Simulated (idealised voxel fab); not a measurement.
You're looking at the process module voxel spacer lines.
In the cross-section labelled cut, the width is 180 nm and each square cell is 5 nm.
Square cells in a grid make up a cross-section in this document, and the grid is given as bands, listed from the top down, each one or more rows of cells.
Top height, bottom height, nm. Materials left to right, width each, nm. Single material + "edge to edge" = fills band edge to edge. "empty" = empty.
Counting heights begins at 0, where everything beneath is, in the wafer as received, one material. The lowest band has no bottom; it goes on downwards, as "z 0 and below" shows.
When a width is written as two numbers, as in "30 to 40", the first number is the width in the top row of cells of the band and the second is the width in its bottom row, and the width changes by the same amount from each row to the next.
Where the words "nothing different" appear for a step, the cross-section shows no cell changed by that step; every cell remained as before.
The list in "Enclosed internal cavities" covers empty spaces of 8 cells or more that cannot reach the top through any open way, and it gives each as width x height at distance; the distance is from the left edge, and width, height and distance are in nm.
Whatever follows a step's settings on its line is a remark the simulator itself makes about that step.
Regarding "overlay nm": on a step with a mask, it is the distance the mask lay to the right of its planned place; a negative value places it to the left.

-- Here's what the planned process steps look like
1 op RECEIVE | material Si
2 op CONFORMAL_DEP | material Al2O3 | thk nm 5
3 op DIRECTIONAL_DEP | material TiN | thk nm 15
4 op DIRECTIONAL_DEP | material polySi | thk nm 25
5 op PATTERN | tone cover | mask id MANDREL | material resist | width nm 25 | pitch nm 80 | thk nm 30 | overlay nm 0
6 op DIRECTIONAL_ETCH | etch materials polySi | depth nm 25
7 op STRIP | etch materials resist
8 op CONFORMAL_DEP | material SiO2 | thk nm 15
9 op DIRECTIONAL_ETCH | etch materials SiO2 | depth nm 15
10 op STRIP | etch materials polySi
11 op DIRECTIONAL_ETCH | etch materials TiN | depth nm 15
12 op STRIP | etch materials SiO2

-- Cross-section, incoming material, after step 1
    z 0 and below  Si edge to edge
    Enclosed internal cavities: none

-- The module was run from the start shown above using the plan shown above, but one mistake was made doing it; the resulting wafer cross-section is below
    z 35 to 20  empty: 20, then TiN: 15, then empty: 25, then TiN: 15, then empty: 25, then TiN: 15, then empty: 25, then TiN: 15, then empty: 25
    z 20 to 5  TiN edge to edge
    z 5 to 0  Al2O3 edge to edge
    z 0 and below  Si edge to edge
    Enclosed internal cavities: none
What went wrong in running the wafer? twice over, step 3 of the plan was run
